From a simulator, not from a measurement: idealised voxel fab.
Process module under the name voxel ribs on slabs
Cross-section cut spans 270 nm and uses square cells 5 nm in size.
Just so we're on the same page, the cross-sections are grids of square cells, and they're listed out in bands top to bottom, each band one or more rows deep.
Per band: top height and bottom height in nm, followed by the left-to-right materials and their widths in nm; "everywhere" marks a single material spanning edge to edge, "air" marks empty space.
Heights are reckoned from 0. Under this level, the received wafer is all of one material. The bottommost band is open-ended downward, for example "0 and below".
With a width like "30->40", each row of cells in the band differs from the next by the same amount, the top row carrying the first number and the bottom row the second.
Reading "no change" for a step: not a cell of the cross-section changed in it.
The list in "Enclosed void catalog" covers empty spaces of 8 cells or more that cannot reach the top through any open way, and it gives each as width x height at distance; the distance is from the left edge, and width, height and distance are in nm.
after a step's settings: what the simulator itself notes on the step
When a step includes a mask, the "overlay nm" setting on its line states how far to the right of its planned place that mask lay, and negative values state how far to the left.

PROCESS STEPS (PLANNED)
1) RECEIVE | material Si
2) DIRECTIONAL_DEP | material SiO2 | thk nm 20
3) DIRECTIONAL_DEP | material SiN | thk nm 25
4) MASKED_ETCH | tone cover | mask id RIB | width nm 25 | etch materials SiN | depth nm 5 | overlay nm 0
5) MASKED_ETCH | tone cover | mask id SLAB | width nm 85 | etch materials SiN | depth nm 20 | overlay nm 0
6) FILL_DEP | material SiO2 | thk nm 25
7) CMP | height nm 60
8) DIRECTIONAL_DEP | material W | thk nm 10
9) DIRECTIONAL_DEP | material aC | thk nm 10
10) PATTERN | tone cover | mask id HEATER | material resist | width nm 35 | thk nm 25 | overlay nm 0
11) DIRECTIONAL_ETCH | etch materials aC | depth nm 10
12) STRIP | etch materials resist
13) DIRECTIONAL_ETCH | etch materials W | depth nm 10
14) STRIP | etch materials aC
15) CONFORMAL_DEP | material SiN | thk nm 5

FIRST WAFER, AS PLANNED

THIS IS THE CROSS-SECTION OF THE WAFER AS WE RECEIVED IT, I.E. AFTER STEP 1
> 0 and below: Si everywhere
> Enclosed void catalog: none

STEP 2 COMPLETE: CROSS-SECTION THROUGH THE WAFER
> 20 down to 0: SiO2 everywhere
> Whatever lies below 0 is exactly as it was before.

STEP 3 COMPLETE: CROSS-SECTION THROUGH THE WAFER
> 45 down to 20: SiN everywhere
> Whatever lies below 20 is exactly as it was before.

STEP 4 COMPLETE: CROSS-SECTION THROUGH THE WAFER
> 45 down to 40: air: 120, SiN: 25, air: 125
> Whatever lies below 40 is exactly as it was before.

STEP 5 COMPLETE: CROSS-SECTION THROUGH THE WAFER
> 45 down to 40: air: 120, SiN: 25, air: 125
> 40 down to 20: air: 90, SiN: 85, air: 95
> Whatever lies below 20 is exactly as it was before.

STEP 6 COMPLETE: CROSS-SECTION THROUGH THE WAFER
> 70 down to 45: SiO2 everywhere
> 45 down to 40: SiO2: 120, SiN: 25, SiO2: 125
> 40 down to 20: SiO2: 90, SiN: 85, SiO2: 95
> Whatever lies below 20 is exactly as it was before.

STEP 7 COMPLETE: CROSS-SECTION THROUGH THE WAFER
> 60 down to 45: SiO2 everywhere
> Whatever lies below 45 is exactly as it was before.

STEP 8 COMPLETE: CROSS-SECTION THROUGH THE WAFER
> 70 down to 60: W everywhere
> Whatever lies below 60 is exactly as it was before.

STEP 9 COMPLETE: CROSS-SECTION THROUGH THE WAFER
> 80 down to 70: aC everywhere
> Whatever lies below 70 is exactly as it was before.

STEP 10 COMPLETE: CROSS-SECTION THROUGH THE WAFER
> 105 down to 80: air: 115, resist: 35, air: 120
> Whatever lies below 80 is exactly as it was before.

STEP 11 COMPLETE: CROSS-SECTION THROUGH THE WAFER
> 95 down to 80: air: 115, resist: 35, air: 120
> 80 down to 70: air: 115, aC: 35, air: 120
> Whatever lies below 70 is exactly as it was before.

STEP 12 COMPLETE: CROSS-SECTION THROUGH THE WAFER
> 80 down to 70: air: 115, aC: 35, air: 120
> Whatever lies below 70 is exactly as it was before.

STEP 13 COMPLETE: CROSS-SECTION THROUGH THE WAFER
> 80 down to 70: air: 115, aC: 35, air: 120
> 70 down to 60: air: 115, W: 35, air: 120
> Whatever lies below 60 is exactly as it was before.

STEP 14 COMPLETE: CROSS-SECTION THROUGH THE WAFER
> 70 down to 60: air: 115, W: 35, air: 120
> Whatever lies below 60 is exactly as it was before.

STEP 15 COMPLETE: CROSS-SECTION THROUGH THE WAFER
> 75 down to 70: air: 110, SiN: 45, air: 115
> 70 down to 65: air: 110, SiN: 5, W: 35, SiN: 5, air: 115
> 65 down to 60: SiN: 115, W: 35, SiN: 120
> Whatever lies below 60 is exactly as it was before.

WAFER TWO. IDENTICAL START, IDENTICAL PLAN. ONE MISTAKE IN EXECUTION. IDENTICAL HISTORY THROUGH STEP 2

SECOND WAFER, CUT VIEW, END OF STEP 3 PER PLAN
> 45 down to 20: aC everywhere
> Whatever lies below 20 is exactly as it was before.

Second wafer, cut view, end of step 4 per plan: no change

Second wafer, cut view, end of step 5 per plan: no change

SECOND WAFER, CUT VIEW, END OF STEP 6 PER PLAN
> 70 down to 45: SiO2 everywhere
> Whatever lies below 45 is exactly as it was before.

SECOND WAFER, CUT VIEW, END OF STEP 7 PER PLAN
> 60 down to 45: SiO2 everywhere
> Whatever lies below 45 is exactly as it was before.

SECOND WAFER, CUT VIEW, END OF STEP 8 PER PLAN
> 70 down to 60: W everywhere
> Whatever lies below 60 is exactly as it was before.

SECOND WAFER, CUT VIEW, END OF STEP 9 PER PLAN
> 80 down to 70: aC everywhere
> Whatever lies below 70 is exactly as it was before.

SECOND WAFER, CUT VIEW, END OF STEP 10 PER PLAN
> 105 down to 80: air: 115, resist: 35, air: 120
> Whatever lies below 80 is exactly as it was before.

SECOND WAFER, CUT VIEW, END OF STEP 11 PER PLAN
> 95 down to 80: air: 115, resist: 35, air: 120
> 80 down to 70: air: 115, aC: 35, air: 120
> Whatever lies below 70 is exactly as it was before.

SECOND WAFER, CUT VIEW, END OF STEP 12 PER PLAN
> 80 down to 70: air: 115, aC: 35, air: 120
> Whatever lies below 70 is exactly as it was before.

SECOND WAFER, CUT VIEW, END OF STEP 13 PER PLAN
> 80 down to 70: air: 115, aC: 35, air: 120
> 70 down to 60: air: 115, W: 35, air: 120
> Whatever lies below 60 is exactly as it was before.

SECOND WAFER, CUT VIEW, END OF STEP 14 PER PLAN
> 70 down to 60: air: 115, W: 35, air: 120
> Whatever lies below 60 is exactly as it was before.

SECOND WAFER, CUT VIEW, END OF STEP 15 PER PLAN
> 75 down to 70: air: 110, SiN: 45, air: 115
> 70 down to 65: air: 110, SiN: 5, W: 35, SiN: 5, air: 115
> 65 down to 60: SiN: 115, W: 35, SiN: 120
> Whatever lies below 60 is exactly as it was before.
What broke from the plan during processing? rather than as planned, step 3 actually ran as DIRECTIONAL_DEP | material aC | thk nm 25
Cell-count delta at end, second wafer over first, by material: SiN -73 | SiO2 -197 | aC +270
